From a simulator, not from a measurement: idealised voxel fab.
process module | voxel released beams
cross-section cut | 150 nm wide | cells 5 nm
A cross-section is a grid of square cells, given in bands from the top down. A band is one or more rows of cells.
Each band's line starts with the height of the band's top and of its bottom, in nm. Then come its materials from left to right, each with its width in nm. One material with "throughout" fills the band from edge to edge. "air" is empty space.
Height 0 is the level under which the wafer as received is all one material. The lowest band goes on downwards, as in "0 down".
A width such as "30 to 40" changes by the same amount from each row of cells to the next, from the band's top row to its bottom row.
"no change" after a step means that no cell of the cross-section changed.
closed voids: empty space of 8 cells or more with no open way to the top, each as width x height at its distance from the left edge, in nm
after a step's settings: what the simulator itself notes on the step
overlay nm, on a step with a mask: how far to the right of its planned place the mask lay; to the left if negative
plan
1 op RECEIVE | material Si
2 op CONFORMAL_DEP | material Al2O3 | thk nm 5
3 op DIRECTIONAL_DEP | material SiO2 | thk nm 20
4 op DIRECTIONAL_DEP | material aC | thk nm 10
5 op PATTERN | tone open | mask id ANCHOR | material resist | width nm 40 | thk nm 30 | overlay nm 0
6 op DIRECTIONAL_ETCH | etch materials aC | depth nm 10
7 op STRIP | etch materials resist
8 op DIRECTIONAL_ETCH | etch materials SiO2 | depth nm 20
9 op STRIP | etch materials aC
10 op CONFORMAL_DEP | material polySi | thk nm 15
11 op PATTERN | tone cover | mask id BEAM | material resist | width nm 115 | thk nm 15 | overlay nm 0
12 op DIRECTIONAL_ETCH | etch materials polySi | depth nm 15
13 op STRIP | etch materials resist
14 op STRIP | etch materials SiO2
as received, after step 1
  0 down: Si throughout
  closed voids: none
first wafer at the end, as planned
  40 to 25: air 15 | polySi 20 | air 10 | polySi 85 | air 20
  25 to 20: air 20 | polySi 15 | air 10 | polySi 15 | air 90
  20 to 5: air 20 | polySi 40 | air 90
  5 to 0: Al2O3 throughout
  0 down: Si throughout
  closed voids: none
second wafer at the end: like start, like plan, one mistake
  25 to 5: SiO2 20 | air 40 | SiO2 90
  5 to 0: Al2O3 throughout
  0 down: Si throughout
  closed voids: none
what went wrong: step 14 ran as: op STRIP | etch materials polySi
at the end the second wafer has, in cells: 88 more of SiO2 | 93 fewer of polySi
